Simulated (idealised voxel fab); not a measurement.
The process module presented herein is designated voxel self aligned contacts.
This is section cut - it's 200 nm across, gridded in 5 nm square cells.
Notation: cross-section as square-cell grid; stated in bands, top first, going down; one or more cell rows per band.
The entry gives the band's vertical extent as a top height and a bottom height in nm, then its horizontal make-up as materials from left to right, each with a width in nm. "empty" stands for empty space; a single material marked "all across" fills the band edge to edge.
Beneath 0, the wafer as received is one material, and that level is where height counting begins. The lowest band goes on downward without a bottom; it is written like "0..down".
It should be noted that a width expressed as "30->40" varies in equal increments from row to row of cells within the band, taking the value of the first number at the top row and that of the second number at the bottom row.
When a step is marked "stayed the same", none of the cells in the cross-section changed during that step.
"Enclosed void listing" - sealed voids, min. 8 cells, no opening to top; format: width x height at distance (distance from left edge; nm throughout).
Heads up: the bit after the settings on a step's line is the simulator's remark on that step.
overlay nm: mask offset rightward from planned place, masked step; negative means leftward offset.
**Here's what the planned process steps look like**
1: RECEIVE [material Si]
2: OXIDIZE [depth nm 5]
3: DIRECTIONAL_DEP [material polySi] [thk nm 20]
4: DIRECTIONAL_DEP [material SiN] [thk nm 25]
5: PATTERN [tone cover] [mask id GATE] [material resist] [width nm 30] [pitch nm 70] [thk nm 20] [overlay nm 0]
6: DIRECTIONAL_ETCH [etch materials SiN] [depth nm 25]
7: DIRECTIONAL_ETCH [etch materials polySi] [depth nm 20]
8: STRIP [etch materials resist]
9: CONFORMAL_DEP [material SiN] [thk nm 10]
10: DIRECTIONAL_ETCH [etch materials SiN] [depth nm 10]
11: FILL_DEP [material SiO2] [thk nm 15]
12: CMP [height nm 50]
13: MASKED_ETCH [tone open] [mask id CONTACT] [width nm 50] [pitch nm 70] [etch materials SiO2] [depth nm 55] [overlay nm 0]
14: CONFORMAL_DEP [material TiN] [thk nm 5]
15: FILL_DEP [material W] [thk nm 5]
16: CMP [height nm 50]
17: CONFORMAL_DEP [material SiCN] [thk nm 5]
**Step 1 complete: cross-section of the wafer as received**
0..down: Si all across
Enclosed void listing: none
**End-of-module XS, first of two wafers, run as planned**
55..50: SiCN all across
50..45: 40 SiO2  20 TiN  10 W  20 TiN  20 SiO2  20 TiN  10 W  20 TiN  40 SiO2
45..20: 5 SiO2  50 SiN  5 TiN  10 W  5 TiN  50 SiN  5 TiN  10 W  5 TiN  50 SiN  5 SiO2
20..0: 5 SiO2  10 SiN  30 polySi  10 SiN  5 TiN  10 W  5 TiN  10 SiN  30 polySi  10 SiN  5 TiN  10 W  5 TiN  10 SiN  30 polySi  10 SiN  5 SiO2
0..-5: 55 SiO2  20 TiN  50 SiO2  20 TiN  55 SiO2
-5..down: Si all across
Enclosed void listing: none
**second wafer at the end: like start, like plan, one mistake**
55..50: SiCN all across
50..45: 40 SiO2  20 TiN  10 W  20 TiN  20 SiO2  20 TiN  10 W  20 TiN  40 SiO2
45..20: 5 SiO2  50 SiN  5 TiN  10 W  5 TiN  50 SiN  5 TiN  10 W  5 TiN  50 SiN  5 SiO2
20..0: 5 SiO2  10 SiN  30 polySi  10 SiN  5 TiN  10 W  5 TiN  10 SiN  30 polySi  10 SiN  5 TiN  10 W  5 TiN  10 SiN  30 polySi  10 SiN  5 SiO2
0..-5: 55 SiO2  20 TiN  50 SiO2  20 TiN  55 SiO2
-5..-15: SiO2 all across
-15..down: Si all across
Enclosed void listing: none
The mistake made against the process plan was this: planned and actual differ for step 2; actual: OXIDIZE [depth nm 15]
End check, counted in cells, second wafer has more or fewer of these materials than the first: Si -80, SiO2 +80
